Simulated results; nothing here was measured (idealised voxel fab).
You're looking at the process module voxel self aligned contacts.
It is cross-section cut that appears here, measuring 185 nm in width, its square cells being 5 nm in size.
In what follows, cross-sections appear as grids of square cells, described through bands that run from the top down, where every band is one or more rows of cells. Per band: top height and bottom height in nm, followed by the left-to-right materials and their widths in nm; "all across" marks a single material spanning edge to edge, "air" marks empty space. Height is counted from the level 0, under which the received wafer is composed throughout of one material. The lowest of the bands is not closed at the bottom but continues downward, in the notation "from 0 down". The notation "30..40" denotes a width that varies across the rows of cells in the band, beginning at the first number in the top row, finishing at the second number in the bottom row, and changing by an identical amount from each row to the next. The designation "no modification", where it is given for a processing step, indicates that no cell of the cross-section was altered in the course of that step. The entry titled "Enclosed cavities" provides the empty spaces that have no open way to the top, restricted to those of 8 cells or more. Each is presented as width x height at distance, the distance being measured from the left edge, with all three in nm. Step line, after settings: the simulator's comment on this step. The optional step-line setting "overlay nm" applies to steps with a mask and quantifies how far to the right of its planned location the mask lay, a negative value indicating leftward placement.

# Steps planned for the process
step 1: RECEIVE [material Si]
step 2: CONFORMAL_DEP [material SiO2] [thk nm 5]
step 3: DIRECTIONAL_DEP [material polySi] [thk nm 30]
step 4: DIRECTIONAL_DEP [material SiN] [thk nm 20]
step 5: PATTERN [tone cover] [mask id GATE] [material resist] [width nm 25] [pitch nm 60] [thk nm 20] [overlay nm 0]
step 6: DIRECTIONAL_ETCH [etch materials SiN] [depth nm 20]
step 7: DIRECTIONAL_ETCH [etch materials polySi] [depth nm 30]
step 8: STRIP [etch materials resist]
step 9: CONFORMAL_DEP [material SiN] [thk nm 10]
step 10: DIRECTIONAL_ETCH [etch materials SiN] [depth nm 10]
step 11: FILL_DEP [material SiO2] [thk nm 20]
step 12: CMP [height nm 65]
step 13: PATTERN [tone open] [mask id CONTACT] [material resist] [width nm 45] [thk nm 15] [overlay nm 0]
step 14: DIRECTIONAL_ETCH [etch materials SiO2] [depth nm 65]
step 15: STRIP [etch materials resist]
step 16: CONFORMAL_DEP [material TiN] [thk nm 5]
step 17: FILL_DEP [material W] [thk nm 5]
step 18: CMP [height nm 65]
step 19: CONFORMAL_DEP [material SiCN] [thk nm 5]

# This is the cross-section of the wafer as we received it, i.e. after step 1
> from 0 down | Si all across
> Enclosed cavities: none

# Starting wafer: above. Plan: above. Run: one mistake. Cross-section after the module: below
> from 70 to 65 | SiCN all across
> from 65 to 55 | 70 of SiO2, then 5..15 of TiN, then 35..5 of W, then 5..25 of TiN, then 70 of SiO2
> from 55 to 35 | 35 of SiO2, then 45 of SiN, then 5 of TiN, then 5 of W, then 5 of TiN, then 45 of SiN, then 45 of SiO2
> from 35 to 5 | 35 of SiO2, then 10 of SiN, then 25 of polySi, then 10 of SiN, then 5 of TiN, then 5 of W, then 5 of TiN, then 10 of SiN, then 25 of polySi, then 10 of SiN, then 45 of SiO2
> from 5 to 0 | 80 of SiO2, then 15 of TiN, then 90 of SiO2
> from 0 down | Si all across
> Enclosed cavities: none
It is concluded that the wafer was processed incorrectly with respect to the plan, in that off-plan run, step 5, actual operation and settings PATTERN [tone cover] [mask id GATE] [material resist] [width nm 25] [pitch nm 60] [thk nm 20] [overlay nm -5]
